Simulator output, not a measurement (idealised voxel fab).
Presented below is a process module, voxel self aligned vias.
Each square cell in cross-section cut measures 5 nm, and the section as a whole is 280 nm wide.
For the purposes of this document, a cross-section shall be understood as a grid of square cells, specified as bands listed in top-to-bottom order, each band consisting of one or more rows of cells.
Per band: top height and bottom height in nm, followed by the left-to-right materials and their widths in nm; "throughout" marks a single material spanning edge to edge, "blank" marks empty space.
The level at which height equals 0 is the one under which the wafer, as it arrives, is entirely one material. No lower edge exists for the bottom band, which continues downward and is notated as in "from 0 down".
The notation "30 to 40" denotes a width that varies across the rows of cells in the band, beginning at the first number in the top row, finishing at the second number in the bottom row, and changing by an identical amount from each row to the next.
The cross-section has no changed cell in any step marked "no change occurred".
Under "Listed closed voids" you'll find the enclosed gaps, the ones with no way out to the top, that are 8 cells or bigger; each reads width x height at distance, with distance counted from the left edge, everything in nm.
Heads up: the bit after the settings on a step's line is the simulator's remark on that step.
The line of a step may include "overlay nm". On a step with a mask, this value is how far to the right of its planned place the mask lay. A negative value means the mask lay to the left.
Process steps (planned)
1. RECEIVE [material Si]
2. CONFORMAL_DEP [material SiO2] [thk nm 15]
3. CONFORMAL_DEP [material SiCN] [thk nm 5]
4. DIRECTIONAL_DEP [material SiO2] [thk nm 30]
5. MASKED_ETCH [tone open] [mask id LINES] [width nm 30] [pitch nm 65] [etch materials SiO2] [depth nm 30] [overlay nm 0]
6. CONFORMAL_DEP [material TiN] [thk nm 5]
7. FILL_DEP [material Ru] [thk nm 5]
8. CMP [height nm 50]
9. SELECTIVE_ETCH [etch materials W Ru TiN] [depth nm 5]
10. FILL_DEP [material SiN] [thk nm 5]
11. CMP [height nm 50]
12. DIRECTIONAL_DEP [material SiO2] [thk nm 15]
13. MASKED_ETCH [tone open] [mask id VIAS] [width nm 40] [pitch nm 130] [etch materials SiO2] [depth nm 15] [overlay nm 0]
14. MASKED_ETCH [tone open] [mask id VIAS] [width nm 40] [pitch nm 130] [etch materials SiN] [depth nm 5] [overlay nm 0]
15. CONFORMAL_DEP [material TiN] [thk nm 5]
16. FILL_DEP [material Ru] [thk nm 5]
17. CMP [height nm 65]
18. CONFORMAL_DEP [material SiN] [thk nm 5]
First of two wafers: run as planned
As-received wafer cross-section (after step 1)
from 0 down = Si throughout
Listed closed voids: none
State of the wafer after step 2, shown in cross-section
from 15 to 0 = SiO2 throughout
Rest of section, below 0: as before.
State of the wafer after step 3, shown in cross-section
from 20 to 15 = SiCN throughout
Rest of section, below 15: as before.
State of the wafer after step 4, shown in cross-section
from 50 to 20 = SiO2 throughout
Rest of section, below 20: as before.
State of the wafer after step 5, shown in cross-section
from 50 to 20 = 60 nm SiO2  30 nm blank  35 nm SiO2  30 nm blank  35 nm SiO2  30 nm blank  60 nm SiO2
Rest of section, below 20: as before.
State of the wafer after step 6, shown in cross-section
from 55 to 50 = 65 nm TiN  20 nm blank  45 nm TiN  20 nm blank  45 nm TiN  20 nm blank  65 nm TiN
from 50 to 25 = 60 nm SiO2  5 nm TiN  20 nm blank  5 nm TiN  35 nm SiO2  5 nm TiN  20 nm blank  5 nm TiN  35 nm SiO2  5 nm TiN  20 nm blank  5 nm TiN  60 nm SiO2
from 25 to 20 = 60 nm SiO2  30 nm TiN  35 nm SiO2  30 nm TiN  35 nm SiO2  30 nm TiN  60 nm SiO2
Rest of section, below 20: as before.
State of the wafer after step 7, shown in cross-section
from 60 to 55 = Ru throughout
from 55 to 50 = 65 nm TiN  20 nm Ru  45 nm TiN  20 nm Ru  45 nm TiN  20 nm Ru  65 nm TiN
from 50 to 25 = 60 nm SiO2  5 nm TiN  20 nm Ru  5 nm TiN  35 nm SiO2  5 nm TiN  20 nm Ru  5 nm TiN  35 nm SiO2  5 nm TiN  20 nm Ru  5 nm TiN  60 nm SiO2
Rest of section, below 25: as before.
State of the wafer after step 8, shown in cross-section
from 50 to 25 = 60 nm SiO2  5 nm TiN  20 nm Ru  5 nm TiN  35 nm SiO2  5 nm TiN  20 nm Ru  5 nm TiN  35 nm SiO2  5 nm TiN  20 nm Ru  5 nm TiN  60 nm SiO2
Rest of section, below 25: as before.
State of the wafer after step 9, shown in cross-section
from 50 to 45 = 60 nm SiO2  30 nm blank  35 nm SiO2  30 nm blank  35 nm SiO2  30 nm blank  60 nm SiO2
Rest of section, below 45: as before.
State of the wafer after step 10, shown in cross-section
from 55 to 50 = SiN throughout
from 50 to 45 = 60 nm SiO2  30 nm SiN  35 nm SiO2  30 nm SiN  35 nm SiO2  30 nm SiN  60 nm SiO2
Rest of section, below 45: as before.
State of the wafer after step 11, shown in cross-section
from 50 to 45 = 60 nm SiO2  30 nm SiN  35 nm SiO2  30 nm SiN  35 nm SiO2  30 nm SiN  60 nm SiO2
Rest of section, below 45: as before.
State of the wafer after step 12, shown in cross-section
from 65 to 50 = SiO2 throughout
Rest of section, below 50: as before.
State of the wafer after step 13, shown in cross-section
from 65 to 50 = 55 nm SiO2  40 nm blank  90 nm SiO2  40 nm blank  55 nm SiO2
Rest of section, below 50: as before.
State of the wafer after step 14, shown in cross-section
from 65 to 50 = 55 nm SiO2  40 nm blank  90 nm SiO2  40 nm blank  55 nm SiO2
from 50 to 45 = 60 nm SiO2  30 nm blank  35 nm SiO2  30 nm SiN  35 nm SiO2  30 nm blank  60 nm SiO2
Rest of section, below 45: as before.
State of the wafer after step 15, shown in cross-section
from 70 to 65 = 60 nm TiN  30 nm blank  100 nm TiN  30 nm blank  60 nm TiN
from 65 to 55 = 55 nm SiO2  5 nm TiN  30 nm blank  5 nm TiN  90 nm SiO2  5 nm TiN  30 nm blank  5 nm TiN  55 nm SiO2
from 55 to 50 = 55 nm SiO2  10 nm TiN  20 nm blank  10 nm TiN  90 nm SiO2  10 nm TiN  20 nm blank  10 nm TiN  55 nm SiO2
from 50 to 45 = 60 nm SiO2  30 nm TiN  35 nm SiO2  30 nm SiN  35 nm SiO2  30 nm TiN  60 nm SiO2
Rest of section, below 45: as before.
State of the wafer after step 16, shown in cross-section
from 75 to 70 = Ru throughout
from 70 to 65 = 60 nm TiN  30 nm Ru  100 nm TiN  30 nm Ru  60 nm TiN
from 65 to 55 = 55 nm SiO2  5 nm TiN  30 nm Ru  5 nm TiN  90 nm SiO2  5 nm TiN  30 nm Ru  5 nm TiN  55 nm SiO2
from 55 to 50 = 55 nm SiO2  10 nm TiN  20 nm Ru  10 nm TiN  90 nm SiO2  10 nm TiN  20 nm Ru  10 nm TiN  55 nm SiO2
Rest of section, below 50: as before.
State of the wafer after step 17, shown in cross-section
from 65 to 55 = 55 nm SiO2  5 nm TiN  30 nm Ru  5 nm TiN  90 nm SiO2  5 nm TiN  30 nm Ru  5 nm TiN  55 nm SiO2
Rest of section, below 55: as before.
State of the wafer after step 18, shown in cross-section
from 70 to 65 = SiN throughout
Rest of section, below 65: as before.
Second Wafer (Identical Start and Plan, One Processing Error; Matches First Wafer Through Step 13)
At the planned end of step 14, the second wafer in cross-section
from 65 to 50 = 55 nm SiO2  40 nm blank  90 nm SiO2  40 nm blank  55 nm SiO2
from 50 to 45 = 60 nm SiO2  5 nm SiN  25 nm blank  35 nm SiO2  30 nm SiN  35 nm SiO2  5 nm SiN  25 nm blank  60 nm SiO2
Rest of section, below 45: as before.
At the planned end of step 15, the second wafer in cross-section
from 70 to 65 = 60 nm TiN  30 nm blank  100 nm TiN  30 nm blank  60 nm TiN
from 65 to 55 = 55 nm SiO2  5 nm TiN  30 nm blank  5 nm TiN  90 nm SiO2  5 nm TiN  30 nm blank  5 nm TiN  55 nm SiO2
from 55 to 50 = 55 nm SiO2  15 nm TiN  15 nm blank  10 nm TiN  90 nm SiO2  15 nm TiN  15 nm blank  10 nm TiN  55 nm SiO2
from 50 to 45 = 60 nm SiO2  5 nm SiN  25 nm TiN  35 nm SiO2  30 nm SiN  35 nm SiO2  5 nm SiN  25 nm TiN  60 nm SiO2
Rest of section, below 45: as before.
At the planned end of step 16, the second wafer in cross-section
from 75 to 70 = Ru throughout
from 70 to 65 = 60 nm TiN  30 nm Ru  100 nm TiN  30 nm Ru  60 nm TiN
from 65 to 55 = 55 nm SiO2  5 nm TiN  30 nm Ru  5 nm TiN  90 nm SiO2  5 nm TiN  30 nm Ru  5 nm TiN  55 nm SiO2
from 55 to 50 = 55 nm SiO2  15 nm TiN  15 nm Ru  10 nm TiN  90 nm SiO2  15 nm TiN  15 nm Ru  10 nm TiN  55 nm SiO2
Rest of section, below 50: as before.
At the planned end of step 17, the second wafer in cross-section
from 65 to 55 = 55 nm SiO2  5 nm TiN  30 nm Ru  5 nm TiN  90 nm SiO2  5 nm TiN  30 nm Ru  5 nm TiN  55 nm SiO2
Rest of section, below 55: as before.
At the planned end of step 18, the second wafer in cross-section
from 70 to 65 = SiN throughout
Rest of section, below 65: as before.
What was the processing mistake? step 14 deviated from plan and actually ran as MASKED_ETCH [tone open] [mask id VIAS] [width nm 40] [pitch nm 130] [etch materials SiN] [depth nm 5] [overlay nm 10]
Wrapping up, a cell-based count of both wafers puts the second over or under the first for these materials: Ru -2, SiN +2
